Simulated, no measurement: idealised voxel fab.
The process module that follows is named voxel double patterning.
It is cross-section cut that appears here, measuring 230 nm in width, its square cells being 5 nm in size.
Each cross-section below is a grid of square cells, stated as bands in top-down order, with one or more rows of cells making up each band. Within each band entry, the heights of the top and of the bottom of the band appear first, in that order and in nm; the materials of the band then follow from left to right, each with its corresponding width in nm. The designation "everywhere" on a single material indicates that it fills the band from edge to edge; the designation "air" indicates empty space. Measure heights from 0. That's the level where, below it, the as-received wafer is all one material. The lowest band is bottomless and extends downward; write it as in "0 and below". It should be noted that a width expressed as "30 to 40" varies in equal increments from row to row of cells within the band, taking the value of the first number at the top row and that of the second number at the bottom row. Key: "left unchanged" - step with no changed cell in the cross-section. Each empty space that has no open way to the top and spans at least 8 cells appears under "Closed cavity list" as width x height at distance, the distance counted from the left edge, all in nm. What comes after the settings on a step's line is commentary from the simulator itself on that step. overlay nm: mask offset rightward from planned place, masked step; negative means leftward offset.
The steps planned for the process are as follows
1) RECEIVE (material Si)
2) CONFORMAL_DEP (material SiO2; thk nm 10)
3) DIRECTIONAL_DEP (material W; thk nm 15)
4) DIRECTIONAL_DEP (material SiCN; thk nm 5)
5) MASKED_ETCH (tone open; mask id FIRST; width nm 15; pitch nm 50; etch materials SiCN; depth nm 5; overlay nm 0)
6) DIRECTIONAL_DEP (material aC; thk nm 10)
7) PATTERN (tone open; mask id SECOND; material resist; width nm 15; pitch nm 50; thk nm 30; overlay nm 0)
8) DIRECTIONAL_ETCH (etch materials aC; depth nm 10)
9) STRIP (etch materials resist)
10) DIRECTIONAL_ETCH (etch materials SiCN; depth nm 5)
11) STRIP (etch materials aC)
12) DIRECTIONAL_ETCH (etch materials W; depth nm 15)
13) STRIP (etch materials SiCN)
The cross-section here shows the wafer as received, i.e. in its state after step 1
* 0 and below  Si everywhere
* Closed cavity list: none
Module complete - cross-section of the first of two wafers, run according to plan
* 25 down to 10  W=55, air=15, W=10, air=15, W=10, air=15, W=10, air=15, W=10, air=15, W=60
* 10 down to 0  SiO2 everywhere
* 0 and below  Si everywhere
* Closed cavity list: none
This cross-section belongs to the second wafer of two at the end of the module; the start and the plan were shared with the first, and the run included one mistake
* 15 down to 0  W=55, air=15, W=10, air=15, W=10, air=15, W=10, air=15, W=10, air=15, W=60
* 0 and below  Si everywhere
* Closed cavity list: none
Against the plan, the run slipped here: step 2 of the plan never got run, it was skipped over
The final cell counts differ between the wafers, with the second having more or fewer of some materials than the first: SiO2 -92
